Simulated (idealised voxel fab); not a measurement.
process module | voxel ribs on slabs
Xsec cut, 265 nm wide, square cell size 5 nm.
Each cross-section below is a grid of square cells, stated as bands in top-down order, with one or more rows of cells making up each band.
Basically the band line says how high the top is and how high the bottom is, in nm, and then what's in it from left to right, every material with its width in nm. Empty space shows up as "air", and if a single material carries "edge to edge" it runs the full band edge to edge.
Heights are expressed relative to 0, this being the level below which the as-received wafer comprises one material exclusively. The lowest band is unbounded in the downward direction and is denoted as in "0..down".
Top row gets the first number, bottom row gets the second, and each row in between changes by the same step: that is how a band width like "30 to 40" works.
A step reported as "left unchanged" is a step in which no cell of the cross-section changed.
So "Enclosed internal cavities" is basically the list of trapped voids: any empty space of 8 cells or more that can't reach the top through an opening. They're written width x height at distance, the distance being from the left edge, and it's all nm.
Formally, on a step line, whatever follows the settings is a remark that the simulator itself makes on the step.
When a step includes a mask, the "overlay nm" setting on its line states how far to the right of its planned place that mask lay, and negative values state how far to the left.
# List of planned process steps
1. RECEIVE, material Si
2. DIRECTIONAL_DEP, material SiO2, thk nm 30
3. DIRECTIONAL_DEP, material SiN, thk nm 15
4. PATTERN, tone cover, mask id RIB, material resist, width nm 20, thk nm 20, overlay nm 0
5. DIRECTIONAL_ETCH, etch materials SiN, depth nm 10
6. STRIP, etch materials resist
7. PATTERN, tone cover, mask id SLAB, material resist, width nm 80, thk nm 20, overlay nm 0
8. DIRECTIONAL_ETCH, etch materials SiN, depth nm 5
9. STRIP, etch materials resist
10. FILL_DEP, material SiO2, thk nm 20
11. CMP, height nm 55
12. DIRECTIONAL_DEP, material W, thk nm 5
13. DIRECTIONAL_DEP, material aC, thk nm 15
14. PATTERN, tone cover, mask id HEATER, material resist, width nm 30, thk nm 30, overlay nm 0
15. DIRECTIONAL_ETCH, etch materials aC, depth nm 15
16. STRIP, etch materials resist
17. DIRECTIONAL_ETCH, etch materials W, depth nm 5
18. STRIP, etch materials aC
19. CONFORMAL_DEP, material SiO2, thk nm 10
# as received, after step 1
* 0..down = Si edge to edge
* Enclosed internal cavities: none
# The following cross-section depicts the wafer upon conclusion of the module. Processing commenced from the starting condition illustrated above and adhered to the plan illustrated above, save for one mistake in execution
* 70..65 = 105 of air  50 of SiO2  110 of air
* 65..60 = SiO2 edge to edge
* 60..55 = 115 of SiO2  30 of W  120 of SiO2
* 55..45 = SiO2 edge to edge
* 45..40 = 90 of SiO2  30 of SiN  20 of SiO2  30 of SiN  95 of SiO2
* 40..35 = 120 of SiN  20 of SiO2  125 of SiN
* 35..30 = SiN edge to edge
* 30..0 = SiO2 edge to edge
* 0..down = Si edge to edge
* Enclosed internal cavities: none
Against the plan, the run slipped here: step 4 changed vs plan, executed as PATTERN, tone open, mask id RIB, material resist, width nm 20, thk nm 20, overlay nm 0
